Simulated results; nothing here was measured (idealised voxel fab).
A process module follows: voxel spacer lines.
Cross-section cut: width 140 nm, square cells of 5 nm.
A cross-section in this document is a grid of square cells, and it is written down as bands, the top band listed before the ones below it; a band is made up of one or more rows of cells.
For a band, the entry starts with two heights in nm, that of the top and then that of the bottom, and carries on with the band's materials in order from left to right, each alongside its width in nm; the word "everywhere" beside a single material means it fills the band edge to edge, and "air" means empty space.
Measure heights from 0. That's the level where, below it, the as-received wafer is all one material. The lowest band is bottomless and extends downward; write it as in "from 0 down".
The expression "30 to 40" gives the width at the extremes of the band, the first number at its top row of cells and the second at its bottom row, with the width changing by equal amounts from each row to the next in between.
Take "same as before" at face value: in the step it is given for, the cross-section changed in none of its cells.
Look at "Listed closed voids" for the closed voids: empty spaces with no open path to the top, sized 8 cells or up. Each is width x height at distance, distance from the left edge, all nm.
On a step's line, text after the settings is the simulator commenting on that step.
Steps that use a mask can have "overlay nm" on their line. It says how far the mask sat to the right of where it was meant to be. Negative means to the left.
Planned process steps
1) RECEIVE, material Si
2) CONFORMAL_DEP, material SiO2, thk nm 5
3) DIRECTIONAL_DEP, material W, thk nm 20
4) DIRECTIONAL_DEP, material aC, thk nm 30
5) PATTERN, tone cover, mask id MANDREL, material resist, width nm 25, pitch nm 80, thk nm 40, overlay nm 0
6) DIRECTIONAL_ETCH, etch materials aC, depth nm 30
7) STRIP, etch materials resist
8) CONFORMAL_DEP, material SiN, thk nm 15
9) DIRECTIONAL_ETCH, etch materials SiN, depth nm 15
10) STRIP, etch materials aC
11) DIRECTIONAL_ETCH, etch materials W, depth nm 20
12) STRIP, etch materials SiN
13) FILL_DEP, material SiO2, thk nm 5
14) CMP, height nm 25
Cross-section: wafer on arrival = after step 1
	from 0 down  Si everywhere
	Listed closed voids: none
The module was run from the start shown above using the plan shown above, but one mistake was made doing it; the resulting wafer cross-section is below
	from 25 to 20  55 W  25 SiO2  55 W  5 SiO2
	from 20 to 5  W everywhere
	from 5 to 0  SiO2 everywhere
	from 0 down  Si everywhere
	Listed closed voids: none
So what did we get wrong on this run? rather than as planned, step 8 actually ran as CONFORMAL_DEP, material W, thk nm 15
